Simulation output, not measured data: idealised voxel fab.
Process module under the name voxel transistor to metal
We display cut, a cross-section 170 nm in width whose square cells are each 5 nm.
We lay out every cross-section as a grid of square cells and spell it out in bands from the top down, where one band means one or more rows of cells. Quick guide to a band line: top height, bottom height (nm) up front; then every material left to right with its width in nm. Only one material and it's marked "full width"? Then it fills the band edge to edge. And "blank" just means empty space. Measure heights from 0. That's the level where, below it, the as-received wafer is all one material. The lowest band is bottomless and extends downward; write it as in "0 and below". So if you see something like "30->40" for the width, read it as the top row of the band sitting at the first number and the bottom row at the second, with every row in between moving by the same amount as the last. Step note "identical to before" = no cross-section cell changed. The label "Cavities, closed" introduces a list of the empty spaces, 8 cells or larger, that have no open way up to the top; each entry in it reads width x height at distance, where the distance is taken from the left edge and all three are stated in nm. It should be noted that, on the line of a given step, the content following the step's settings is a remark produced by the simulator itself with respect to that step. overlay nm: for a step with a mask, the amount by which the mask lay right of where it was planned; a negative amount means left of it.

The steps planned for the process are as follows:
step 1: RECEIVE | material Si
step 2: OXIDIZE | depth nm 5
step 3: CONFORMAL_DEP | material SiN | thk nm 15
step 4: PATTERN | tone cover | mask id ACTIVE | material resist | width nm 100 | thk nm 15 | overlay nm 0
step 5: DIRECTIONAL_ETCH | etch materials SiN | depth nm 15
step 6: DIRECTIONAL_ETCH | etch materials SiO2 | depth nm 5
step 7: DIRECTIONAL_ETCH | etch materials Si | depth nm 25
step 8: STRIP | etch materials resist
step 9: OXIDIZE | depth nm 5
step 10: FILL_DEP | material SiO2 | thk nm 5
step 11: CMP | height nm 15
step 12: SELECTIVE_ETCH | etch materials SiO2 | depth nm 5
step 13: STRIP | etch materials SiN
step 14: SELECTIVE_ETCH | etch materials SiO2 | depth nm 5
step 15: OXIDIZE | depth nm 5
step 16: DIRECTIONAL_DEP | material polySi | thk nm 30
step 17: DIRECTIONAL_DEP | material SiCN | thk nm 10
step 18: PATTERN | tone cover | mask id GATE | material resist | width nm 20 | thk nm 15 | overlay nm 0
step 19: DIRECTIONAL_ETCH | etch materials SiCN | depth nm 20
step 20: DIRECTIONAL_ETCH | etch materials polySi | depth nm 40
step 21: STRIP | etch materials resist
step 22: CONFORMAL_DEP | material SiO2 | thk nm 5
step 23: DIRECTIONAL_ETCH | etch materials SiO2 | depth nm 5
step 24: CONFORMAL_DEP | material SiN | thk nm 5
step 25: DIRECTIONAL_ETCH | etch materials SiN | depth nm 5
step 26: DIRECTIONAL_ETCH | etch materials SiO2 | depth nm 5
step 27: DIRECTIONAL_ETCH | etch materials Si | depth nm 5
step 28: EPI | material pSi | thk nm 5
step 29: FILL_DEP | material SiO2 | thk nm 10
step 30: CMP | height nm 35
step 31: DIRECTIONAL_DEP | material SiO2 | thk nm 15
step 32: MASKED_ETCH | tone open | mask id CONTACT | width nm 30 | pitch nm 60 | etch materials SiO2 | depth nm 60 | overlay nm 0
step 33: CONFORMAL_DEP | material TiN | thk nm 5
step 34: FILL_DEP | material W | thk nm 5
step 35: CMP | height nm 50
step 36: CONFORMAL_DEP | material SiN | thk nm 5
step 37: DIRECTIONAL_DEP | material SiO2 | thk nm 15
step 38: DIRECTIONAL_DEP | material aC | thk nm 15
step 39: PATTERN | tone open | mask id METAL_1 | material resist | width nm 20 | pitch nm 70 | thk nm 30 | overlay nm 0
step 40: DIRECTIONAL_ETCH | etch materials aC | depth nm 15
step 41: STRIP | etch materials resist
step 42: DIRECTIONAL_ETCH | etch materials SiO2 | depth nm 15
step 43: DIRECTIONAL_ETCH | etch materials SiN | depth nm 5
step 44: STRIP | etch materials aC
step 45: CONFORMAL_DEP | material TiN | thk nm 5
step 46: FILL_DEP | material Cu | thk nm 5
step 47: CMP | height nm 70
step 48: CONFORMAL_DEP | material SiN | thk nm 5

This is the cross-section of the wafer as we received it, i.e. after step 1:
    0 and below  Si full width
    Cavities, closed: none

Module complete - cross-section of the first of two wafers, run according to plan:
    75 down to 70  SiN full width
    70 down to 55  SiO2=40, then TiN=5, then Cu=10, then TiN=5, then SiO2=50, then TiN=5, then Cu=10, then TiN=5, then SiO2=40
    55 down to 50  SiN=40, then TiN=20, then SiN=50, then TiN=20, then SiN=40
    50 down to 40  SiO2=40, then TiN=5, then W=20, then TiN=5, then SiO2=30, then TiN=5, then W=20, then TiN=5, then SiO2=40
    40 down to 35  SiO2=40, then TiN=5, then W=15, then TiN=10, then SiO2=30, then TiN=10, then W=15, then TiN=5, then SiO2=40
    35 down to 25  SiO2=40, then TiN=5, then W=15, then TiN=5, then SiN=5, then SiO2=5, then SiCN=20, then SiO2=5, then SiN=5, then TiN=5, then W=15, then TiN=5, then SiO2=40
    25 down to 5  SiO2=40, then TiN=5, then W=15, then TiN=5, then SiN=5, then SiO2=5, then polySi=20, then SiO2=5, then SiN=5, then TiN=5, then W=15, then TiN=5, then SiO2=40
    5 down to -5  SiO2=35, then SiN=5, then TiN=5, then W=15->10, then TiN=5->10, then SiN=5, then SiO2=5, then polySi=20, then SiO2=5, then SiN=5, then TiN=5->10, then W=15->10, then TiN=5, then SiN=5, then SiO2=35
    -5 down to -10  SiO2=40, then TiN=20, then pSi=5, then SiO2=40, then pSi=5, then TiN=20, then SiO2=40
    -10 down to -15  SiO2=40, then pSi=25, then Si=40, then pSi=25, then SiO2=40
    -15 down to -35  SiO2=40, then Si=90, then SiO2=40
    -35 and below  Si full width
    Cavities, closed: none

Same start, same plan as the first wafer - but one mistake in the run. Cross-section of the second of the two at the end of the module:
    75 down to 70  SiN full width
    70 down to 55  SiO2=40, then TiN=5, then Cu=10, then TiN=5, then SiO2=50, then TiN=5, then Cu=10, then TiN=5, then SiO2=40
    55 down to 50  SiN=40, then TiN=20, then SiN=50, then TiN=20, then SiN=40
    50 down to 45  W full width
    45 down to 40  TiN=45, then W=20, then TiN=40, then W=20, then TiN=45
    40 down to 30  SiO2=40, then TiN=5, then W=20, then TiN=5, then SiO2=30, then TiN=5, then W=20, then TiN=5, then SiO2=40
    30 down to 25  SiO2=40, then TiN=5, then W=15, then TiN=10, then SiO2=30, then TiN=10, then W=15, then TiN=5, then SiO2=40
    25 down to 5  SiO2=40, then TiN=5, then W=15, then TiN=5, then SiN=5, then SiO2=5, then polySi=20, then SiO2=5, then SiN=5, then TiN=5, then W=15, then TiN=5, then SiO2=40
    5 down to -5  SiO2=35, then SiN=5, then TiN=5, then W=15->10, then TiN=5->10, then SiN=5, then SiO2=5, then polySi=20, then SiO2=5, then SiN=5, then TiN=5->10, then W=15->10, then TiN=5, then SiN=5, then SiO2=35
    -5 down to -10  SiO2=40, then TiN=20, then pSi=5, then SiO2=40, then pSi=5, then TiN=20, then SiO2=40
    -10 down to -15  SiO2=40, then pSi=25, then Si=40, then pSi=25, then SiO2=40
    -15 down to -35  SiO2=40, then Si=90, then SiO2=40
    -35 and below  Si full width
    Cavities, closed: none
The plan and the run diverged here: step 30 did not use the planned setting and instead ran as CMP | height nm 25
Final tally in cells, some materials are higher or lower on the second wafer than on the first: SiCN: 8 fewer; SiN: 4 fewer; SiO2: 36 fewer; TiN: 18 more; W: 30 more
